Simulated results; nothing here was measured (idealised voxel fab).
Process module in this document: voxel double patterning
Section cut is 170 nm wide and gridded with 5 nm square cells.
Each cross-section below is a grid of square cells, stated as bands in top-down order, with one or more rows of cells making up each band.
The entry gives the band's vertical extent as a top height and a bottom height in nm, then its horizontal make-up as materials from left to right, each with a width in nm. "air" stands for empty space; a single material marked "everywhere" fills the band edge to edge.
Beneath 0, the wafer as received is one material, and that level is where height counting begins. The lowest band goes on downward without a bottom; it is written like "0 -> down".
Graded width ("30->40"): value in top row of band = first number; value in bottom row = second number; row-to-row change constant.
The designation "no alteration", where it is given for a processing step, indicates that no cell of the cross-section was altered in the course of that step.
You'll see "Fully sealed voids" listing empty spaces that have no way open to the top, as long as they're 8 cells or more; the notation is width x height at distance, where the distance is from the left edge, and all of it is in nm.
Post-settings text on a step line: simulator's own remark regarding the step.
Regarding "overlay nm": on a step with a mask, it is the distance the mask lay to the right of its planned place; a negative value places it to the left.

## The process steps that were planned are listed below
1) RECEIVE (material Si)
2) CONFORMAL_DEP (material SiN; thk nm 10)
3) DIRECTIONAL_DEP (material SiO2; thk nm 10)
4) DIRECTIONAL_DEP (material SiCN; thk nm 5)
5) DIRECTIONAL_DEP (material aC; thk nm 15)
6) PATTERN (tone open; mask id FIRST; material resist; width nm 15; pitch nm 50; thk nm 30; overlay nm 0)
7) DIRECTIONAL_ETCH (etch materials aC; depth nm 15)
8) STRIP (etch materials resist)
9) DIRECTIONAL_ETCH (etch materials SiCN; depth nm 5)
10) STRIP (etch materials aC)
11) DIRECTIONAL_DEP (material aC; thk nm 15)
12) PATTERN (tone open; mask id SECOND; material resist; width nm 15; pitch nm 50; thk nm 30; overlay nm 0)
13) DIRECTIONAL_ETCH (etch materials aC; depth nm 15)
14) STRIP (etch materials resist)
15) DIRECTIONAL_ETCH (etch materials SiCN; depth nm 5)
16) STRIP (etch materials aC)
17) DIRECTIONAL_ETCH (etch materials SiO2; depth nm 10)
18) STRIP (etch materials SiCN)

## What follows covers the first of two wafers; it ran as planned

## Cross-sectional view of the wafer in its as-received condition, corresponding to the state after step 1
* 0 -> down = Si everywhere
* Fully sealed voids: none

## Presented here is a cross-section of the wafer after step 2 has been performed
* 10 -> 0 = SiN everywhere
* Unchanged below 0.

## Presented here is a cross-section of the wafer after step 3 has been performed
* 20 -> 10 = SiO2 everywhere
* Unchanged below 10.

## Presented here is a cross-section of the wafer after step 4 has been performed
* 25 -> 20 = SiCN everywhere
* Unchanged below 20.

## Presented here is a cross-section of the wafer after step 5 has been performed
* 40 -> 25 = aC everywhere
* Unchanged below 25.

## Presented here is a cross-section of the wafer after step 6 has been performed
* 70 -> 40 = 25 of resist | 15 of air | 35 of resist | 15 of air | 35 of resist | 15 of air | 30 of resist
* Unchanged below 40.

## Presented here is a cross-section of the wafer after step 7 has been performed
* 55 -> 40 = 25 of resist | 15 of air | 35 of resist | 15 of air | 35 of resist | 15 of air | 30 of resist
* 40 -> 25 = 25 of aC | 15 of air | 35 of aC | 15 of air | 35 of aC | 15 of air | 30 of aC
* Unchanged below 25.

## Presented here is a cross-section of the wafer after step 8 has been performed
* 40 -> 25 = 25 of aC | 15 of air | 35 of aC | 15 of air | 35 of aC | 15 of air | 30 of aC
* Unchanged below 25.

## Presented here is a cross-section of the wafer after step 9 has been performed
* 40 -> 25 = 25 of aC | 15 of air | 35 of aC | 15 of air | 35 of aC | 15 of air | 30 of aC
* 25 -> 20 = 25 of SiCN | 15 of air | 35 of SiCN | 15 of air | 35 of SiCN | 15 of air | 30 of SiCN
* Unchanged below 20.

## Presented here is a cross-section of the wafer after step 10 has been performed
* 25 -> 20 = 25 of SiCN | 15 of air | 35 of SiCN | 15 of air | 35 of SiCN | 15 of air | 30 of SiCN
* Unchanged below 20.

## Presented here is a cross-section of the wafer after step 11 has been performed
* 40 -> 35 = 25 of aC | 15 of air | 35 of aC | 15 of air | 35 of aC | 15 of air | 30 of aC
* 35 -> 25 = aC everywhere
* 25 -> 20 = 25 of SiCN | 15 of aC | 35 of SiCN | 15 of aC | 35 of SiCN | 15 of aC | 30 of SiCN
* Unchanged below 20.

## Presented here is a cross-section of the wafer after step 12 has been performed
* 70 -> 40 = 50 of resist | 15 of air | 35 of resist | 15 of air | 55 of resist
* 40 -> 35 = 25 of aC | 15 of resist | 35 of aC | 15 of resist | 35 of aC | 15 of resist | 30 of aC
* Unchanged below 35.

## Presented here is a cross-section of the wafer after step 13 has been performed
* 55 -> 40 = 50 of resist | 15 of air | 35 of resist | 15 of air | 55 of resist
* 40 -> 35 = 25 of aC | 15 of resist | 10 of aC | 15 of air | 10 of aC | 15 of resist | 10 of aC | 15 of air | 10 of aC | 15 of resist | 30 of aC
* 35 -> 25 = 50 of aC | 15 of air | 35 of aC | 15 of air | 55 of aC
* Unchanged below 25.

## Presented here is a cross-section of the wafer after step 14 has been performed
* 40 -> 35 = 25 of aC | 15 of air | 10 of aC | 15 of air | 10 of aC | 15 of air | 10 of aC | 15 of air | 10 of aC | 15 of air | 30 of aC
* Unchanged below 35.

## Presented here is a cross-section of the wafer after step 15 has been performed
* 40 -> 35 = 25 of aC | 15 of air | 10 of aC | 15 of air | 10 of aC | 15 of air | 10 of aC | 15 of air | 10 of aC | 15 of air | 30 of aC
* 35 -> 25 = 50 of aC | 15 of air | 35 of aC | 15 of air | 55 of aC
* 25 -> 20 = 25 of SiCN | 15 of aC | 10 of SiCN | 15 of air | 10 of SiCN | 15 of aC | 10 of SiCN | 15 of air | 10 of SiCN | 15 of aC | 30 of SiCN
* Unchanged below 20.

## Presented here is a cross-section of the wafer after step 16 has been performed
* 25 -> 20 = 25 of SiCN | 15 of air | 10 of SiCN | 15 of air | 10 of SiCN | 15 of air | 10 of SiCN | 15 of air | 10 of SiCN | 15 of air | 30 of SiCN
* Unchanged below 20.

## Presented here is a cross-section of the wafer after step 17 has been performed
* 25 -> 20 = 25 of SiCN | 15 of air | 10 of SiCN | 15 of air | 10 of SiCN | 15 of air | 10 of SiCN | 15 of air | 10 of SiCN | 15 of air | 30 of SiCN
* 20 -> 10 = 25 of SiO2 | 15 of air | 10 of SiO2 | 15 of air | 10 of SiO2 | 15 of air | 10 of SiO2 | 15 of air | 10 of SiO2 | 15 of air | 30 of SiO2
* Unchanged below 10.

## Presented here is a cross-section of the wafer after step 18 has been performed
* 20 -> 10 = 25 of SiO2 | 15 of air | 10 of SiO2 | 15 of air | 10 of SiO2 | 15 of air | 10 of SiO2 | 15 of air | 10 of SiO2 | 15 of air | 30 of SiO2
* Unchanged below 10.

## Now the other wafer: same start, same recipe, but we messed up one thing when running it. Up to and including step 11 it's the same as the first one

## Here is the second wafer in cross-section at the point where step 12 of the plan should have been done
* 70 -> 40 = 40 of resist | 15 of air | 35 of resist | 15 of air | 65 of resist
* 40 -> 35 = 25 of aC | 15 of resist | 35 of aC | 15 of resist | 35 of aC | 15 of resist | 30 of aC
* Unchanged below 35.

## Here is the second wafer in cross-section at the point where step 13 of the plan should have been done
* 55 -> 40 = 40 of resist | 15 of air | 35 of resist | 15 of air | 65 of resist
* 40 -> 35 = 25 of aC | 15 of resist | 15 of air | 20 of aC | 15 of resist | 15 of air | 20 of aC | 15 of resist | 30 of aC
* 35 -> 25 = 40 of aC | 15 of air | 35 of aC | 15 of air | 65 of aC
* Unchanged below 25.

## Here is the second wafer in cross-section at the point where step 14 of the plan should have been done
* 40 -> 35 = 25 of aC | 30 of air | 20 of aC | 30 of air | 20 of aC | 15 of air | 30 of aC
* Unchanged below 35.

## Here is the second wafer in cross-section at the point where step 15 of the plan should have been done
* 40 -> 35 = 25 of aC | 30 of air | 20 of aC | 30 of air | 20 of aC | 15 of air | 30 of aC
* 35 -> 25 = 40 of aC | 15 of air | 35 of aC | 15 of air | 65 of aC
* 25 -> 20 = 25 of SiCN | 15 of aC | 15 of air | 20 of SiCN | 15 of aC | 15 of air | 20 of SiCN | 15 of aC | 30 of SiCN
* Unchanged below 20.

## Here is the second wafer in cross-section at the point where step 16 of the plan should have been done
* 25 -> 20 = 25 of SiCN | 30 of air | 20 of SiCN | 30 of air | 20 of SiCN | 15 of air | 30 of SiCN
* Unchanged below 20.

## Here is the second wafer in cross-section at the point where step 17 of the plan should have been done
* 25 -> 20 = 25 of SiCN | 30 of air | 20 of SiCN | 30 of air | 20 of SiCN | 15 of air | 30 of SiCN
* 20 -> 10 = 25 of SiO2 | 30 of air | 20 of SiO2 | 30 of air | 20 of SiO2 | 15 of air | 30 of SiO2
* Unchanged below 10.

## Here is the second wafer in cross-section at the point where step 18 of the plan should have been done
* 20 -> 10 = 25 of SiO2 | 30 of air | 20 of SiO2 | 30 of air | 20 of SiO2 | 15 of air | 30 of SiO2
* Unchanged below 10.
Want to know what went wrong? step 12 ran with different settings than intended, the actual operation and settings being PATTERN (tone open; mask id SECOND; material resist; width nm 15; pitch nm 50; thk nm 30; overlay nm -10)
Same inventory, different map: at the end, the second wafer holds as many cells of each material as the first, placed elsewhere.
